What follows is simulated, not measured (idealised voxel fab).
process module | voxel ribs on slabs
cross-section cut | 200 nm wide | cells 5 nm
A cross-section is a grid of square cells, given in bands from the top down. A band is one or more rows of cells.
Each band's line starts with the height of the band's top and of its bottom, in nm. Then come its materials from left to right, each with its width in nm. One material with "throughout" fills the band from edge to edge. "air" is empty space.
Height 0 is the level under which the wafer as received is all one material. The lowest band goes on downwards, as in "0 down".
A width such as "30 to 40" changes by the same amount from each row of cells to the next, from the band's top row to its bottom row.
"no change" after a step means that no cell of the cross-section changed.
closed voids: empty space of 8 cells or more with no open way to the top, each as width x height at its distance from the left edge, in nm
after a step's settings: what the simulator itself notes on the step
overlay nm, on a step with a mask: how far to the right of its planned place the mask lay; to the left if negative
plan
1 op RECEIVE | material Si
2 op DIRECTIONAL_DEP | material SiO2 | thk nm 30
3 op DIRECTIONAL_DEP | material polySi | thk nm 15
4 op PATTERN | tone cover | mask id RIB | material resist | width nm 30 | thk nm 20 | overlay nm 0
5 op DIRECTIONAL_ETCH | etch materials polySi | depth nm 10
6 op STRIP | etch materials resist
7 op MASKED_ETCH | tone cover | mask id SLAB | width nm 80 | etch materials polySi | depth nm 5 | overlay nm 0
8 op FILL_DEP | material SiO2 | thk nm 30
9 op CMP | height nm 65
10 op DIRECTIONAL_DEP | material TiN | thk nm 10
11 op DIRECTIONAL_DEP | material aC | thk nm 15
12 op PATTERN | tone cover | mask id HEATER | material resist | width nm 40 | thk nm 30 | overlay nm 0
13 op DIRECTIONAL_ETCH | etch materials aC | depth nm 15
14 op STRIP | etch materials resist
15 op DIRECTIONAL_ETCH | etch materials TiN | depth nm 10
16 op STRIP | etch materials aC
17 op CONFORMAL_DEP | material SiO2 | thk nm 10
first wafer, as planned
as received, after step 1
  0 down: Si throughout
  closed voids: none
after step 2
  30 to 0: SiO2 throughout
  below 0: unchanged
after step 3
  45 to 30: polySi throughout
  below 30: unchanged
after step 4
  65 to 45: air 85 | resist 30 | air 85
  below 45: unchanged
after step 5
  65 to 45: air 85 | resist 30 | air 85
  45 to 35: air 85 | polySi 30 | air 85
  below 35: unchanged
after step 6
  45 to 35: air 85 | polySi 30 | air 85
  below 35: unchanged
after step 7
  45 to 35: air 85 | polySi 30 | air 85
  35 to 30: air 60 | polySi 80 | air 60
  below 30: unchanged
after step 8
  75 to 45: SiO2 throughout
  45 to 35: SiO2 85 | polySi 30 | SiO2 85
  35 to 30: SiO2 60 | polySi 80 | SiO2 60
  below 30: unchanged
after step 9
  65 to 45: SiO2 throughout
  below 45: unchanged
after step 10
  75 to 65: TiN throughout
  below 65: unchanged
after step 11
  90 to 75: aC throughout
  below 75: unchanged
after step 12
  120 to 90: air 80 | resist 40 | air 80
  below 90: unchanged
after step 13
  105 to 90: air 80 | resist 40 | air 80
  90 to 75: air 80 | aC 40 | air 80
  below 75: unchanged
after step 14
  90 to 75: air 80 | aC 40 | air 80
  below 75: unchanged
after step 15
  90 to 75: air 80 | aC 40 | air 80
  75 to 65: air 80 | TiN 40 | air 80
  below 65: unchanged
after step 16
  75 to 65: air 80 | TiN 40 | air 80
  below 65: unchanged
after step 17
  85 to 75: air 70 | SiO2 60 | air 70
  75 to 65: SiO2 80 | TiN 40 | SiO2 80
  below 65: unchanged
second wafer: like start, like plan, one mistake. Through step 1 it matches the first wafer
when step 2 should have ended
  15 to 0: polySi throughout
  below 0: unchanged
when step 3 should have ended
  45 to 15: SiO2 throughout
  below 15: unchanged
when step 4 should have ended
  65 to 45: air 85 | resist 30 | air 85
  below 45: unchanged
when step 5 should have ended: no change
when step 6 should have ended
  45 to 15: SiO2 throughout
  below 15: unchanged
when step 7 should have ended: no change
when step 8 should have ended
  75 to 15: SiO2 throughout
  below 15: unchanged
when step 9 should have ended
  65 to 15: SiO2 throughout
  below 15: unchanged
when step 10 should have ended
  75 to 65: TiN throughout
  below 65: unchanged
when step 11 should have ended
  90 to 75: aC throughout
  below 75: unchanged
when step 12 should have ended
  120 to 90: air 80 | resist 40 | air 80
  below 90: unchanged
when step 13 should have ended
  105 to 90: air 80 | resist 40 | air 80
  90 to 75: air 80 | aC 40 | air 80
  below 75: unchanged
when step 14 should have ended
  90 to 75: air 80 | aC 40 | air 80
  below 75: unchanged
when step 15 should have ended
  90 to 75: air 80 | aC 40 | air 80
  75 to 65: air 80 | TiN 40 | air 80
  below 65: unchanged
when step 16 should have ended
  75 to 65: air 80 | TiN 40 | air 80
  below 65: unchanged
when step 17 should have ended
  85 to 75: air 70 | SiO2 60 | air 70
  75 to 65: SiO2 80 | TiN 40 | SiO2 80
  below 65: unchanged
what went wrong: steps 2 and 3 were swapped
at the end the second wafer has, in cells: 92 fewer of SiO2 | 92 more of polySi
